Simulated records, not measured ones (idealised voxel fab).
Herein follows the process module entitled voxel self aligned contacts.
The cross-section shown here is cut; it is 230 nm wide and divided into square cells measuring 5 nm on a side.
Cross-section spec: square-cell grid; bands listed top down; each band is one or more rows. Quick guide to a band line: top height, bottom height (nm) up front; then every material left to right with its width in nm. Only one material and it's marked "throughout"? Then it fills the band edge to edge. And "empty" just means empty space. A quick word on heights: they are counted from 0, and under that level the wafer as it came to us is one material throughout. The lowest band is different from the rest in having no bottom; it simply continues downward, written as in "0 down". Quick explanation for "30->40": the width changes in equal steps down the rows of cells, from the first number in the band's top row to the second number in its bottom row. You'll sometimes find "left unchanged" written for a step, and that's the way of saying that nowhere in the cross-section did a cell change during that step. Under "Fully sealed voids" you'll find the enclosed gaps, the ones with no way out to the top, that are 8 cells or bigger; each reads width x height at distance, with distance counted from the left edge, everything in nm. It should be noted that, on the line of a given step, the content following the step's settings is a remark produced by the simulator itself with respect to that step. The optional step-line setting "overlay nm" applies to steps with a mask and quantifies how far to the right of its planned location the mask lay, a negative value indicating leftward placement.

The steps planned for the process are as follows:
- 1: RECEIVE, material Si
- 2: OXIDIZE, depth nm 5
- 3: DIRECTIONAL_DEP, material polySi, thk nm 30
- 4: DIRECTIONAL_DEP, material SiN, thk nm 20
- 5: PATTERN, tone cover, mask id GATE, material resist, width nm 35, pitch nm 70, thk nm 20, overlay nm 0
- 6: DIRECTIONAL_ETCH, etch materials SiN, depth nm 20
- 7: DIRECTIONAL_ETCH, etch materials polySi, depth nm 30
- 8: STRIP, etch materials resist
- 9: CONFORMAL_DEP, material SiN, thk nm 5
- 10: DIRECTIONAL_ETCH, etch materials SiN, depth nm 5
- 11: FILL_DEP, material SiO2, thk nm 20
- 12: CMP, height nm 60
- 13: MASKED_ETCH, tone open, mask id CONTACT, width nm 55, etch materials SiO2, depth nm 65, overlay nm 0
- 14: CONFORMAL_DEP, material TiN, thk nm 5
- 15: FILL_DEP, material W, thk nm 5
- 16: CMP, height nm 60
- 17: CONFORMAL_DEP, material SiN, thk nm 5

Wafer as received: cross-section following step 1:
0 down  Si throughout
Fully sealed voids: none

First wafer of two, sectioned at end of module; run went per plan:
65 to 60  SiN throughout
60 to 50  SiO2 85; TiN 5->20; W 45->15; TiN 5->20; SiO2 90
50 to 30  SiO2 55; SiN 45; TiN 5; W 15; TiN 5; SiN 45; SiO2 60
30 to 0  SiO2 55; SiN 5; polySi 35; SiN 5; TiN 5; W 15; TiN 5; SiN 5; polySi 35; SiN 5; SiO2 60
0 to -5  SiO2 100; TiN 25; SiO2 105
-5 down  Si throughout
Fully sealed voids: none

second wafer at the end: like start, like plan, one mistake:
65 to 60  SiN throughout
60 to 50  SiO2 85; TiN 5->20; SiO2 45->15; TiN 5->20; SiO2 90
50 to 30  SiO2 55; SiN 45; TiN 5; SiO2 15; TiN 5; SiN 45; SiO2 60
30 to 0  SiO2 55; SiN 5; polySi 35; SiN 5; TiN 5; SiO2 15; TiN 5; SiN 5; polySi 35; SiN 5; SiO2 60
0 to -5  SiO2 100; TiN 25; SiO2 105
-5 down  Si throughout
Fully sealed voids: none
The plan and the run diverged here: step 15 ran differently from the plan; actual operation with settings: FILL_DEP, material SiO2, thk nm 5
Cell-count delta at end, second wafer over first, by material: SiO2: 42 more; W: 42 fewer
